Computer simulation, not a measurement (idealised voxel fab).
process module | voxel quadruple lines
cross-section cut | 190 nm wide | cells 5 nm
A cross-section is a grid of square cells, given in bands from the top down. A band is one or more rows of cells.
Each band's line starts with the height of the band's top and of its bottom, in nm. Then come its materials from left to right, each with its width in nm. One material with "throughout" fills the band from edge to edge. "air" is empty space.
Height 0 is the level under which the wafer as received is all one material. The lowest band goes on downwards, as in "0 down".
A width such as "30 to 40" changes by the same amount from each row of cells to the next, from the band's top row to its bottom row.
"no change" after a step means that no cell of the cross-section changed.
closed voids: empty space of 8 cells or more with no open way to the top, each as width x height at its distance from the left edge, in nm
after a step's settings: what the simulator itself notes on the step
overlay nm, on a step with a mask: how far to the right of its planned place the mask lay; to the left if negative
plan
1 op RECEIVE | material Si
2 op CONFORMAL_DEP | material SiO2 | thk nm 10
3 op DIRECTIONAL_DEP | material W | thk nm 15
4 op DIRECTIONAL_DEP | material polySi | thk nm 15
5 op DIRECTIONAL_DEP | material aC | thk nm 25
6 op PATTERN | tone cover | mask id MANDREL | material resist | width nm 20 | pitch nm 60 | thk nm 30 | overlay nm 0
7 op DIRECTIONAL_ETCH | etch materials aC | depth nm 25
8 op STRIP | etch materials resist
9 op CONFORMAL_DEP | material SiO2 | thk nm 10
10 op DIRECTIONAL_ETCH | etch materials SiO2 | depth nm 10
11 op STRIP | etch materials aC
12 op DIRECTIONAL_ETCH | etch materials polySi | depth nm 15
13 op STRIP | etch materials SiO2
14 op CONFORMAL_DEP | material SiCN | thk nm 5
15 op DIRECTIONAL_ETCH | etch materials SiCN | depth nm 5
16 op STRIP | etch materials polySi
17 op DIRECTIONAL_ETCH | etch materials W | depth nm 15
18 op STRIP | etch materials SiCN
as received, after step 1
  0 down: Si throughout
  closed voids: none
a wafer at the end: this start, this plan, one mistake
  20 to 5: air 40 | W 5 | air 10 | W 5 | air 10 | W 5 | air 10 | W 5 | air 10 | W 5 | air 10 | W 5 | air 10 | W 5 | air 10 | W 5 | air 40
  5 to 0: SiO2 throughout
  0 down: Si throughout
  closed voids: none
what went wrong: step 2 ran as: op CONFORMAL_DEP | material SiO2 | thk nm 5
